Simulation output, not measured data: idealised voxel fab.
Process module in this document: voxel released beams
290 nm wide, 5 nm square cells: that's cross-section cut.
If you're reading a cross-section in this doc, picture square cells in a grid; it comes to you as bands, top ones listed first down to the bottom, and a band can be one or more rows of cells.
Quick guide to a band line: top height, bottom height (nm) up front; then every material left to right with its width in nm. Only one material and it's marked "everywhere"? Then it fills the band edge to edge. And "blank" just means empty space.
Height 0 is the level under which the wafer as received is all one material. The lowest band goes on downwards, as in "0..down".
Quick explanation for "30->40": the width changes in equal steps down the rows of cells, from the first number in the band's top row to the second number in its bottom row.
The designation "nothing was modified", where it is given for a processing step, indicates that no cell of the cross-section was altered in the course of that step.
"Trapped cavities" specifies each empty space that is not open to the top and that occupies no fewer than 8 cells, using the form width x height at distance, the distance measured from the left edge and all three quantities in nm.
The remark found on a step's line after its settings is issued by the simulator itself and pertains to that step.
A step line may carry the setting "overlay nm", which, for steps involving a mask, states the distance by which the mask lay to the right of its intended position; negative values denote displacement to the left.

[Process steps - plan]
step 1: RECEIVE with material Si
step 2: CONFORMAL_DEP with material SiN, thk nm 10
step 3: DIRECTIONAL_DEP with material SiO2, thk nm 10
step 4: PATTERN with tone open, mask id ANCHOR, material resist, width nm 25, thk nm 15, overlay nm 0
step 5: DIRECTIONAL_ETCH with etch materials SiO2, depth nm 5
step 6: STRIP with etch materials resist
step 7: CONFORMAL_DEP with material W, thk nm 10
step 8: PATTERN with tone cover, mask id BEAM, material resist, width nm 75, thk nm 15, overlay nm 0
step 9: DIRECTIONAL_ETCH with etch materials W, depth nm 10
step 10: STRIP with etch materials resist
step 11: STRIP with etch materials SiO2
The wafers are alike at the start. At step 5, their depth nm differs. The plan lists the first wafer's value.

[Cross-section: the first of several wafers in its as-received state, i.e. following step 1]
- 0..down | Si everywhere
- Trapped cavities: none

[Per wafer (row), end of module: delta in cells per material since receipt, (+) for gained, (-) for lost; closed voids after that]
depth nm 5; +116 SiN; Trapped cavities: none
depth nm 10; +116 SiN; +38 W; Trapped cavities: none
depth nm 15; +116 SiN; +38 W; Trapped cavities: none
depth nm 20; +116 SiN; +38 W; Trapped cavities: none
depth nm 25; +116 SiN; +38 W; Trapped cavities: none
